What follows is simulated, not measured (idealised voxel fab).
The name of this process module is voxel self aligned vias.
Xsec cut, 175 nm wide, square cell size 5 nm.
This document writes a cross-section as a grid whose cells are square, and gives it as bands, listed from the top down; one or more rows of cells form a band.
Top height, bottom height, nm. Materials left to right, width each, nm. Single material + "all across" = fills band edge to edge. "empty" = empty.
Height reference: 0 = level under which incoming wafer is all one material. Lowest band: no bottom, runs on downward, e.g. "z 0 and below".
Read "30..40" as a graded width: first number on top, second number at the bottom, same change between each pair of neighbouring rows.
"nothing changed" after a step means that no cell of the cross-section changed.
Voids not open to the top, 8 cells minimum: see "Closed voids list". Written width x height at distance; distance is from the left edge; nm.
Heads up: the bit after the settings on a step's line is the simulator's remark on that step.
Steps that use a mask can have "overlay nm" on their line. It says how far the mask sat to the right of where it was meant to be. Negative means to the left.

Planned step list for the process
- 1: RECEIVE, material Si
- 2: CONFORMAL_DEP, material SiO2, thk nm 15
- 3: CONFORMAL_DEP, material SiCN, thk nm 5
- 4: DIRECTIONAL_DEP, material lowk, thk nm 30
- 5: DIRECTIONAL_DEP, material aC, thk nm 15
- 6: PATTERN, tone open, mask id LINES, material resist, width nm 25, pitch nm 65, thk nm 35, overlay nm 0
- 7: DIRECTIONAL_ETCH, etch materials aC, depth nm 15
- 8: STRIP, etch materials resist
- 9: DIRECTIONAL_ETCH, etch materials lowk, depth nm 30
- 10: STRIP, etch materials aC
- 11: CONFORMAL_DEP, material TiN, thk nm 5
- 12: FILL_DEP, material W, thk nm 5
- 13: CMP, height nm 50
- 14: SELECTIVE_ETCH, etch materials W Ru TiN, depth nm 10
- 15: FILL_DEP, material SiN, thk nm 10
- 16: CMP, height nm 50
- 17: DIRECTIONAL_DEP, material lowk, thk nm 20
- 18: DIRECTIONAL_DEP, material aC, thk nm 10
- 19: PATTERN, tone open, mask id VIAS, material resist, width nm 35, thk nm 30, overlay nm 0
- 20: DIRECTIONAL_ETCH, etch materials aC, depth nm 10
- 21: STRIP, etch materials resist
- 22: DIRECTIONAL_ETCH, etch materials lowk, depth nm 20
- 23: DIRECTIONAL_ETCH, etch materials SiN, depth nm 10
- 24: STRIP, etch materials aC
- 25: CONFORMAL_DEP, material TiN, thk nm 5
- 26: FILL_DEP, material W, thk nm 10
- 27: CMP, height nm 70
- 28: CONFORMAL_DEP, material SiN, thk nm 5

First wafer, two in total, run as planned

Wafer as received: cross-section following step 1
	z 0 and below: Si all across
	Closed voids list: none

Wafer xsec, post step 2
	z 15 to 0: SiO2 all across
	At heights below 0, the structure remains unaltered.

Wafer xsec, post step 3
	z 20 to 15: SiCN all across
	At heights below 15, the structure remains unaltered.

Wafer xsec, post step 4
	z 50 to 20: lowk all across
	At heights below 20, the structure remains unaltered.

Wafer xsec, post step 5
	z 65 to 50: aC all across
	At heights below 50, the structure remains unaltered.

Wafer xsec, post step 6
	z 100 to 65: 40 of resist | 25 of empty | 40 of resist | 25 of empty | 45 of resist
	At heights below 65, the structure remains unaltered.

Wafer xsec, post step 7
	z 85 to 65: 40 of resist | 25 of empty | 40 of resist | 25 of empty | 45 of resist
	z 65 to 50: 40 of aC | 25 of empty | 40 of aC | 25 of empty | 45 of aC
	At heights below 50, the structure remains unaltered.

Wafer xsec, post step 8
	z 65 to 50: 40 of aC | 25 of empty | 40 of aC | 25 of empty | 45 of aC
	At heights below 50, the structure remains unaltered.

Wafer xsec, post step 9
	z 65 to 50: 40 of aC | 25 of empty | 40 of aC | 25 of empty | 45 of aC
	z 50 to 20: 40 of lowk | 25 of empty | 40 of lowk | 25 of empty | 45 of lowk
	At heights below 20, the structure remains unaltered.

Wafer xsec, post step 10
	z 50 to 20: 40 of lowk | 25 of empty | 40 of lowk | 25 of empty | 45 of lowk
	At heights below 20, the structure remains unaltered.

Wafer xsec, post step 11
	z 55 to 50: 45 of TiN | 15 of empty | 50 of TiN | 15 of empty | 50 of TiN
	z 50 to 25: 40 of lowk | 5 of TiN | 15 of empty | 5 of TiN | 40 of lowk | 5 of TiN | 15 of empty | 5 of TiN | 45 of lowk
	z 25 to 20: 40 of lowk | 25 of TiN | 40 of lowk | 25 of TiN | 45 of lowk
	At heights below 20, the structure remains unaltered.

Wafer xsec, post step 12
	z 60 to 55: W all across
	z 55 to 50: 45 of TiN | 15 of W | 50 of TiN | 15 of W | 50 of TiN
	z 50 to 25: 40 of lowk | 5 of TiN | 15 of W | 5 of TiN | 40 of lowk | 5 of TiN | 15 of W | 5 of TiN | 45 of lowk
	At heights below 25, the structure remains unaltered.

Wafer xsec, post step 13
	z 50 to 25: 40 of lowk | 5 of TiN | 15 of W | 5 of TiN | 40 of lowk | 5 of TiN | 15 of W | 5 of TiN | 45 of lowk
	At heights below 25, the structure remains unaltered.

Wafer xsec, post step 14
	z 50 to 40: 40 of lowk | 25 of empty | 40 of lowk | 25 of empty | 45 of lowk
	At heights below 40, the structure remains unaltered.

Wafer xsec, post step 15
	z 60 to 50: SiN all across
	z 50 to 40: 40 of lowk | 25 of SiN | 40 of lowk | 25 of SiN | 45 of lowk
	At heights below 40, the structure remains unaltered.

Wafer xsec, post step 16
	z 50 to 40: 40 of lowk | 25 of SiN | 40 of lowk | 25 of SiN | 45 of lowk
	At heights below 40, the structure remains unaltered.

Wafer xsec, post step 17
	z 70 to 50: lowk all across
	At heights below 50, the structure remains unaltered.

Wafer xsec, post step 18
	z 80 to 70: aC all across
	At heights below 70, the structure remains unaltered.

Wafer xsec, post step 19
	z 110 to 80: 35 of resist | 35 of empty | 105 of resist
	At heights below 80, the structure remains unaltered.

Wafer xsec, post step 20
	z 100 to 80: 35 of resist | 35 of empty | 105 of resist
	z 80 to 70: 35 of aC | 35 of empty | 105 of aC
	At heights below 70, the structure remains unaltered.

Wafer xsec, post step 21
	z 80 to 70: 35 of aC | 35 of empty | 105 of aC
	At heights below 70, the structure remains unaltered.

Wafer xsec, post step 22
	z 80 to 70: 35 of aC | 35 of empty | 105 of aC
	z 70 to 50: 35 of lowk | 35 of empty | 105 of lowk
	At heights below 50, the structure remains unaltered.

Wafer xsec, post step 23
	z 80 to 70: 35 of aC | 35 of empty | 105 of aC
	z 70 to 50: 35 of lowk | 35 of empty | 105 of lowk
	z 50 to 40: 40 of lowk | 25 of empty | 40 of lowk | 25 of SiN | 45 of lowk
	At heights below 40, the structure remains unaltered.

Wafer xsec, post step 24
	z 70 to 50: 35 of lowk | 35 of empty | 105 of lowk
	At heights below 50, the structure remains unaltered.

Wafer xsec, post step 25
	z 75 to 70: 40 of TiN | 25 of empty | 110 of TiN
	z 70 to 55: 35 of lowk | 5 of TiN | 25 of empty | 5 of TiN | 105 of lowk
	z 55 to 50: 35 of lowk | 10 of TiN | 15 of empty | 10 of TiN | 105 of lowk
	z 50 to 45: 40 of lowk | 5 of TiN | 15 of empty | 5 of TiN | 40 of lowk | 25 of SiN | 45 of lowk
	z 45 to 40: 40 of lowk | 25 of TiN | 40 of lowk | 25 of SiN | 45 of lowk
	At heights below 40, the structure remains unaltered.

Wafer xsec, post step 26
	z 85 to 75: W all across
	z 75 to 70: 40 of TiN | 25 of W | 110 of TiN
	z 70 to 55: 35 of lowk | 5 of TiN | 25 of W | 5 of TiN | 105 of lowk
	z 55 to 50: 35 of lowk | 10 of TiN | 15 of W | 10 of TiN | 105 of lowk
	z 50 to 45: 40 of lowk | 5 of TiN | 15 of W | 5 of TiN | 40 of lowk | 25 of SiN | 45 of lowk
	At heights below 45, the structure remains unaltered.

Wafer xsec, post step 27
	z 70 to 55: 35 of lowk | 5 of TiN | 25 of W | 5 of TiN | 105 of lowk
	At heights below 55, the structure remains unaltered.

Wafer xsec, post step 28
	z 75 to 70: SiN all across
	At heights below 70, the structure remains unaltered.

Second wafer: same start and same plan as the first, one execution error; identical to the first through step 18

Second wafer profile in section, at the moment step 19 of the plan was meant to be complete
	z 110 to 80: 40 of resist | 30 of empty | 105 of resist
	At heights below 80, the structure remains unaltered.

Second wafer profile in section, at the moment step 20 of the plan was meant to be complete
	z 100 to 80: 40 of resist | 30 of empty | 105 of resist
	z 80 to 70: 40 of aC | 30 of empty | 105 of aC
	At heights below 70, the structure remains unaltered.

Second wafer profile in section, at the moment step 21 of the plan was meant to be complete
	z 80 to 70: 40 of aC | 30 of empty | 105 of aC
	At heights below 70, the structure remains unaltered.

Second wafer profile in section, at the moment step 22 of the plan was meant to be complete
	z 80 to 70: 40 of aC | 30 of empty | 105 of aC
	z 70 to 50: 40 of lowk | 30 of empty | 105 of lowk
	At heights below 50, the structure remains unaltered.

Second wafer profile in section, at the moment step 23 of the plan was meant to be complete
	z 80 to 70: 40 of aC | 30 of empty | 105 of aC
	z 70 to 50: 40 of lowk | 30 of empty | 105 of lowk
	z 50 to 40: 40 of lowk | 25 of empty | 40 of lowk | 25 of SiN | 45 of lowk
	At heights below 40, the structure remains unaltered.

Second wafer profile in section, at the moment step 24 of the plan was meant to be complete
	z 70 to 50: 40 of lowk | 30 of empty | 105 of lowk
	At heights below 50, the structure remains unaltered.

Second wafer profile in section, at the moment step 25 of the plan was meant to be complete
	z 75 to 70: 45 of TiN | 20 of empty | 110 of TiN
	z 70 to 55: 40 of lowk | 5 of TiN | 20 of empty | 5 of TiN | 105 of lowk
	z 55 to 50: 40 of lowk | 5 of TiN | 15 of empty | 10 of TiN | 105 of lowk
	z 50 to 45: 40 of lowk | 5 of TiN | 15 of empty | 5 of TiN | 40 of lowk | 25 of SiN | 45 of lowk
	z 45 to 40: 40 of lowk | 25 of TiN | 40 of lowk | 25 of SiN | 45 of lowk
	At heights below 40, the structure remains unaltered.

Second wafer profile in section, at the moment step 26 of the plan was meant to be complete
	z 85 to 75: W all across
	z 75 to 70: 45 of TiN | 20 of W | 110 of TiN
	z 70 to 55: 40 of lowk | 5 of TiN | 20 of W | 5 of TiN | 105 of lowk
	z 55 to 50: 40 of lowk | 5 of TiN | 15 of W | 10 of TiN | 105 of lowk
	z 50 to 45: 40 of lowk | 5 of TiN | 15 of W | 5 of TiN | 40 of lowk | 25 of SiN | 45 of lowk
	At heights below 45, the structure remains unaltered.

Second wafer profile in section, at the moment step 27 of the plan was meant to be complete
	z 70 to 55: 40 of lowk | 5 of TiN | 20 of W | 5 of TiN | 105 of lowk
	At heights below 55, the structure remains unaltered.

Second wafer profile in section, at the moment step 28 of the plan was meant to be complete
	z 75 to 70: SiN all across
	At heights below 70, the structure remains unaltered.
Processing error: step 19 ran with different settings than intended, the actual operation and settings being PATTERN, tone open, mask id VIAS, material resist, width nm 30, thk nm 30, overlay nm 0
Materials where the second wafer ends with more or fewer cells than the first: 1 fewer of TiN, 3 fewer of W, 4 more of lowk
